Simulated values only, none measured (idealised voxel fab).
Presented below is a process module, voxel wiring stack.
It is cross-section cut that appears here, measuring 250 nm in width, its square cells being 5 nm in size.
Think of the cross-section as a grid of square cells. We describe it in bands, top to bottom, and each band covers one or more rows of those cells.
Quick guide to a band line: top height, bottom height (nm) up front; then every material left to right with its width in nm. Only one material and it's marked "all across"? Then it fills the band edge to edge. And "empty" just means empty space.
Beneath 0, the wafer as received is one material, and that level is where height counting begins. The lowest band goes on downward without a bottom; it is written like "z 0 and below".
The expression "30->40" gives the width at the extremes of the band, the first number at its top row of cells and the second at its bottom row, with the width changing by equal amounts from each row to the next in between.
Take "all unchanged" at face value: in the step it is given for, the cross-section changed in none of its cells.
The entry titled "Completely sealed voids" provides the empty spaces that have no open way to the top, restricted to those of 8 cells or more. Each is presented as width x height at distance, the distance being measured from the left edge, with all three in nm.
If you see something after the settings on a step's line, that's the simulator's own remark about that step.
A step line may carry the setting "overlay nm", which, for steps involving a mask, states the distance by which the mask lay to the right of its intended position; negative values denote displacement to the left.

## So here's the lineup of process steps we planned
1) RECEIVE [material Si]
2) CONFORMAL_DEP [material SiO2] [thk nm 10]
3) CONFORMAL_DEP [material SiCN] [thk nm 5]
4) DIRECTIONAL_DEP [material lowk] [thk nm 15]
5) DIRECTIONAL_DEP [material aC] [thk nm 15]
6) PATTERN [tone open] [mask id METAL_1] [material resist] [width nm 20] [pitch nm 40] [thk nm 35] [overlay nm 0]
7) DIRECTIONAL_ETCH [etch materials aC] [depth nm 15]
8) STRIP [etch materials resist]
9) DIRECTIONAL_ETCH [etch materials lowk] [depth nm 15]
10) DIRECTIONAL_ETCH [etch materials SiCN] [depth nm 5]
11) STRIP [etch materials aC]
12) CONFORMAL_DEP [material TiN] [thk nm 5]
13) FILL_DEP [material W] [thk nm 5]
14) CMP [height nm 30]
15) CONFORMAL_DEP [material SiCN] [thk nm 5]
16) DIRECTIONAL_DEP [material SiO2] [thk nm 10]
17) DIRECTIONAL_DEP [material aC] [thk nm 10]
18) PATTERN [tone open] [mask id PLUG_1] [material resist] [width nm 15] [pitch nm 40] [thk nm 30] [overlay nm 0]
19) DIRECTIONAL_ETCH [etch materials aC] [depth nm 10]
20) STRIP [etch materials resist]
21) DIRECTIONAL_ETCH [etch materials SiO2] [depth nm 10]
22) DIRECTIONAL_ETCH [etch materials SiCN] [depth nm 5]
23) STRIP [etch materials aC]
24) CONFORMAL_DEP [material TiN] [thk nm 5]
25) FILL_DEP [material Cu] [thk nm 10]
26) CMP [height nm 45]
27) CONFORMAL_DEP [material SiCN] [thk nm 5]
28) DIRECTIONAL_DEP [material SiO2] [thk nm 15]
29) DIRECTIONAL_DEP [material aC] [thk nm 15]
30) PATTERN [tone open] [mask id METAL_2] [material resist] [width nm 20] [pitch nm 40] [thk nm 35] [overlay nm 0]
31) DIRECTIONAL_ETCH [etch materials aC] [depth nm 15]
32) STRIP [etch materials resist]
33) DIRECTIONAL_ETCH [etch materials SiO2] [depth nm 15]
34) DIRECTIONAL_ETCH [etch materials SiCN] [depth nm 5]
35) STRIP [etch materials aC]
36) CONFORMAL_DEP [material TiN] [thk nm 5]
37) FILL_DEP [material Ru] [thk nm 5]
38) CMP [height nm 65]
39) CONFORMAL_DEP [material SiCN] [thk nm 5]
40) DIRECTIONAL_DEP [material lowk] [thk nm 35]
41) DIRECTIONAL_DEP [material aC] [thk nm 10]
42) PATTERN [tone open] [mask id METAL_3_HOLES] [material resist] [width nm 15] [pitch nm 40] [thk nm 25] [overlay nm 0]
43) DIRECTIONAL_ETCH [etch materials aC] [depth nm 10]
44) STRIP [etch materials resist]
45) DIRECTIONAL_ETCH [etch materials lowk] [depth nm 35]
46) STRIP [etch materials aC]
47) PATTERN [tone open] [mask id METAL_3] [material resist] [width nm 20] [pitch nm 40] [thk nm 20] [overlay nm 0]
48) DIRECTIONAL_ETCH [etch materials lowk] [depth nm 20]
49) DIRECTIONAL_ETCH [etch materials SiCN] [depth nm 5]
50) STRIP [etch materials resist]
51) CONFORMAL_DEP [material TiN] [thk nm 5]
52) FILL_DEP [material Cu] [thk nm 5]
53) CMP [height nm 105]
54) CONFORMAL_DEP [material SiN] [thk nm 5]

## Wafer as received: cross-section following step 1
z 0 and below = Si all across
Completely sealed voids: none

## As-planned run: cross-section of the first of two wafers at end of module
z 110 to 105 = SiN all across
z 105 to 90 = lowk (75), then TiN (5), then Cu (10), then TiN (5), then lowk (20), then TiN (5), then Cu (10), then TiN (5), then lowk (20), then TiN (5), then Cu (10), then TiN (5), then lowk (75)
z 90 to 85 = lowk (75), then TiN (5), then Cu (5), then TiN (10), then lowk (20), then TiN (5), then Cu (5), then TiN (10), then lowk (20), then TiN (5), then Cu (5), then TiN (10), then lowk (75)
z 85 to 70 = lowk (75), then TiN (5), then Cu (5), then TiN (5), then lowk (25), then TiN (5), then Cu (5), then TiN (5), then lowk (25), then TiN (5), then Cu (5), then TiN (5), then lowk (80)
z 70 to 65 = SiCN (75), then TiN (15), then SiCN (25), then TiN (15), then SiCN (25), then TiN (15), then SiCN (80)
z 65 to 50 = SiO2 (75), then TiN (5), then Ru (10), then TiN (5), then SiO2 (20), then TiN (5), then Ru (10), then TiN (5), then SiO2 (20), then TiN (5), then Ru (10), then TiN (5), then SiO2 (75)
z 50 to 45 = SiCN (75), then TiN (20), then SiCN (20), then TiN (20), then SiCN (20), then TiN (20), then SiCN (75)
z 45 to 35 = SiO2 (75), then TiN (5), then Cu (5), then TiN (5), then SiO2 (25), then TiN (5), then Cu (5), then TiN (5), then SiO2 (25), then TiN (5), then Cu (5), then TiN (5), then SiO2 (80)
z 35 to 30 = SiCN (75), then TiN (15), then SiCN (25), then TiN (15), then SiCN (25), then TiN (15), then SiCN (80)
z 30 to 15 = lowk (75), then TiN (5), then W (10), then TiN (5), then lowk (20), then TiN (5), then W (10), then TiN (5), then lowk (20), then TiN (5), then W (10), then TiN (5), then lowk (75)
z 15 to 10 = SiCN (75), then TiN (20), then SiCN (20), then TiN (20), then SiCN (20), then TiN (20), then SiCN (75)
z 10 to 0 = SiO2 all across
z 0 and below = Si all across
Completely sealed voids: none

## This is the second of the two wafers, cross-sectioned at the end of the module; it started exactly like the first and was given the same plan, but it was run with one mistake
z 110 to 105 = SiN all across
z 105 to 90 = lowk (75), then TiN (5), then Cu (10), then TiN (5), then lowk (20), then TiN (5), then Cu (10), then TiN (5), then lowk (20), then TiN (5), then Cu (10), then TiN (5), then lowk (75)
z 90 to 85 = lowk (75), then TiN (5), then Cu (5), then TiN (10), then lowk (20), then TiN (5), then Cu (5), then TiN (10), then lowk (20), then TiN (5), then Cu (5), then TiN (10), then lowk (75)
z 85 to 70 = lowk (75), then TiN (5), then Cu (5), then TiN (5), then lowk (25), then TiN (5), then Cu (5), then TiN (5), then lowk (25), then TiN (5), then Cu (5), then TiN (5), then lowk (80)
z 70 to 65 = SiCN (75), then TiN (15), then SiCN (25), then TiN (15), then SiCN (25), then TiN (15), then SiCN (80)
z 65 to 50 = SiO2 (75), then TiN (5), then Ru (10), then TiN (5), then SiO2 (20), then TiN (5), then Ru (10), then TiN (5), then SiO2 (20), then TiN (5), then Ru (10), then TiN (5), then SiO2 (75)
z 50 to 45 = SiCN (75), then TiN (20), then SiCN (20), then TiN (20), then SiCN (20), then TiN (20), then SiCN (75)
z 45 to 35 = SiO2 (80), then TiN (5), then Cu (5), then TiN (5), then SiO2 (25), then TiN (5), then Cu (5), then TiN (5), then SiO2 (25), then TiN (5), then Cu (5), then TiN (5), then SiO2 (75)
z 35 to 30 = SiCN (80), then TiN (15), then SiCN (25), then TiN (15), then SiCN (25), then TiN (15), then SiCN (75)
z 30 to 15 = lowk (75), then TiN (5), then W (10), then TiN (5), then lowk (20), then TiN (5), then W (10), then TiN (5), then lowk (20), then TiN (5), then W (10), then TiN (5), then lowk (75)
z 15 to 10 = SiCN (75), then TiN (20), then SiCN (20), then TiN (20), then SiCN (20), then TiN (20), then SiCN (75)
z 10 to 0 = SiO2 all across
z 0 and below = Si all across
Completely sealed voids: none
Short version of what went wrong: step 18 ran differently from the plan; actual operation with settings: PATTERN [tone open] [mask id PLUG_1] [material resist] [width nm 15] [pitch nm 40] [thk nm 30] [overlay nm 5]
Tallied in cells, the final second wafer holds each material in the same quantity as the first, although not at the same places.
